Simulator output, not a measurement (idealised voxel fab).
process module | voxel trench capacitor
In the cross-section labelled cut, the width is 140 nm and each square cell is 5 nm.
A cross-section is written here as square cells arranged in a grid, and it is given in bands from the top down, each band taking up one or more rows of cells. Look at the band entry: it leads with the top's height and the bottom's height in nm. Then it lists the materials left to right, with a width in nm for each. The word "throughout" on a single material says that material fills the band edge to edge. The word "empty" is empty space. Beneath 0, the wafer as received is one material, and that level is where height counting begins. The lowest band goes on downward without a bottom; it is written like "0 down". Width "30 to 40": first value at the band's top row of cells, second value at its bottom row, equal change from row to row. Reading "same as before" for a step: not a cell of the cross-section changed in it. "Closed void register" means: voids of 8 cells or more that are shut off from the top with no open way through. Written width x height at distance, distance from the left edge, in nm. Formally, on a step line, whatever follows the settings is a remark that the simulator itself makes on the step. When a step includes a mask, the "overlay nm" setting on its line states how far to the right of its planned place that mask lay, and negative values state how far to the left.
Listed below are the process steps as planned:
1) RECEIVE,material Si
2) CONFORMAL_DEP,material SiN,thk nm 10
3) PATTERN,tone open,mask id TRENCH,material resist,width nm 20,pitch nm 40,thk nm 15,overlay nm 0
4) DIRECTIONAL_ETCH,etch materials SiN,depth nm 10
5) DIRECTIONAL_ETCH,etch materials Si,depth nm 25
6) STRIP,etch materials resist
7) CONFORMAL_DEP,material SiO2,thk nm 5
8) FILL_DEP,material polySi,thk nm 10
9) CMP,height nm 10
Concerning the first of two wafers, which was run in accordance with the plan:
Wafer cross-section on receipt, i.e. after step 1:
* 0 down | Si throughout
* Closed void register: none
Cross-section of the wafer after step 2:
* 10 to 0 | SiN throughout
* Below a height of 0, the structure has not been altered.
Cross-section of the wafer after step 3:
* 25 to 10 | 40 resist; 20 empty; 20 resist; 20 empty; 40 resist
* Below a height of 10, the structure has not been altered.
Cross-section of the wafer after step 4:
* 25 to 10 | 40 resist; 20 empty; 20 resist; 20 empty; 40 resist
* 10 to 0 | 40 SiN; 20 empty; 20 SiN; 20 empty; 40 SiN
* Below a height of 0, the structure has not been altered.
Cross-section of the wafer after step 5:
* 25 to 10 | 40 resist; 20 empty; 20 resist; 20 empty; 40 resist
* 10 to 0 | 40 SiN; 20 empty; 20 SiN; 20 empty; 40 SiN
* 0 to -25 | 40 Si; 20 empty; 20 Si; 20 empty; 40 Si
* Below a height of -25, the structure has not been altered.
Cross-section of the wafer after step 6:
* 10 to 0 | 40 SiN; 20 empty; 20 SiN; 20 empty; 40 SiN
* Below a height of 0, the structure has not been altered.
Cross-section of the wafer after step 7:
* 15 to 10 | 45 SiO2; 10 empty; 30 SiO2; 10 empty; 45 SiO2
* 10 to 0 | 40 SiN; 5 SiO2; 10 empty; 5 SiO2; 20 SiN; 5 SiO2; 10 empty; 5 SiO2; 40 SiN
* 0 to -20 | 40 Si; 5 SiO2; 10 empty; 5 SiO2; 20 Si; 5 SiO2; 10 empty; 5 SiO2; 40 Si
* -20 to -25 | 40 Si; 20 SiO2; 20 Si; 20 SiO2; 40 Si
* Below a height of -25, the structure has not been altered.
Cross-section of the wafer after step 8:
* 25 to 15 | polySi throughout
* 15 to 10 | 45 SiO2; 10 polySi; 30 SiO2; 10 polySi; 45 SiO2
* 10 to 0 | 40 SiN; 5 SiO2; 10 polySi; 5 SiO2; 20 SiN; 5 SiO2; 10 polySi; 5 SiO2; 40 SiN
* 0 to -20 | 40 Si; 5 SiO2; 10 polySi; 5 SiO2; 20 Si; 5 SiO2; 10 polySi; 5 SiO2; 40 Si
* Below a height of -20, the structure has not been altered.
Cross-section of the wafer after step 9:
* 10 to 0 | 40 SiN; 5 SiO2; 10 polySi; 5 SiO2; 20 SiN; 5 SiO2; 10 polySi; 5 SiO2; 40 SiN
* Below a height of 0, the structure has not been altered.
For the second wafer, take the first wafer's start and plan, then add one mistake made in running it; everything through step 4, that step included, is shared with the first:
Look at the second wafer in cross-section at the time step 5 ought to have finished:
* 25 to 10 | 40 resist; 20 empty; 20 resist; 20 empty; 40 resist
* 10 to 0 | 40 SiN; 20 empty; 20 SiN; 20 empty; 40 SiN
* 0 to -50 | 40 Si; 20 empty; 20 Si; 20 empty; 40 Si
* Below a height of -50, the structure has not been altered.
Look at the second wafer in cross-section at the time step 6 ought to have finished:
* 10 to 0 | 40 SiN; 20 empty; 20 SiN; 20 empty; 40 SiN
* Below a height of 0, the structure has not been altered.
Look at the second wafer in cross-section at the time step 7 ought to have finished:
* 15 to 10 | 45 SiO2; 10 empty; 30 SiO2; 10 empty; 45 SiO2
* 10 to 0 | 40 SiN; 5 SiO2; 10 empty; 5 SiO2; 20 SiN; 5 SiO2; 10 empty; 5 SiO2; 40 SiN
* 0 to -45 | 40 Si; 5 SiO2; 10 empty; 5 SiO2; 20 Si; 5 SiO2; 10 empty; 5 SiO2; 40 Si
* -45 to -50 | 40 Si; 20 SiO2; 20 Si; 20 SiO2; 40 Si
* Below a height of -50, the structure has not been altered.
Look at the second wafer in cross-section at the time step 8 ought to have finished:
* 25 to 15 | polySi throughout
* 15 to 10 | 45 SiO2; 10 polySi; 30 SiO2; 10 polySi; 45 SiO2
* 10 to 0 | 40 SiN; 5 SiO2; 10 polySi; 5 SiO2; 20 SiN; 5 SiO2; 10 polySi; 5 SiO2; 40 SiN
* 0 to -45 | 40 Si; 5 SiO2; 10 polySi; 5 SiO2; 20 Si; 5 SiO2; 10 polySi; 5 SiO2; 40 Si
* Below a height of -45, the structure has not been altered.
Look at the second wafer in cross-section at the time step 9 ought to have finished:
* 10 to 0 | 40 SiN; 5 SiO2; 10 polySi; 5 SiO2; 20 SiN; 5 SiO2; 10 polySi; 5 SiO2; 40 SiN
* Below a height of 0, the structure has not been altered.
The mistake made against the process plan was this: step 5, plan: ran twice
at the end the second wafer has, in cells: Si: 40 fewer | SiO2: 20 more | polySi: 20 more
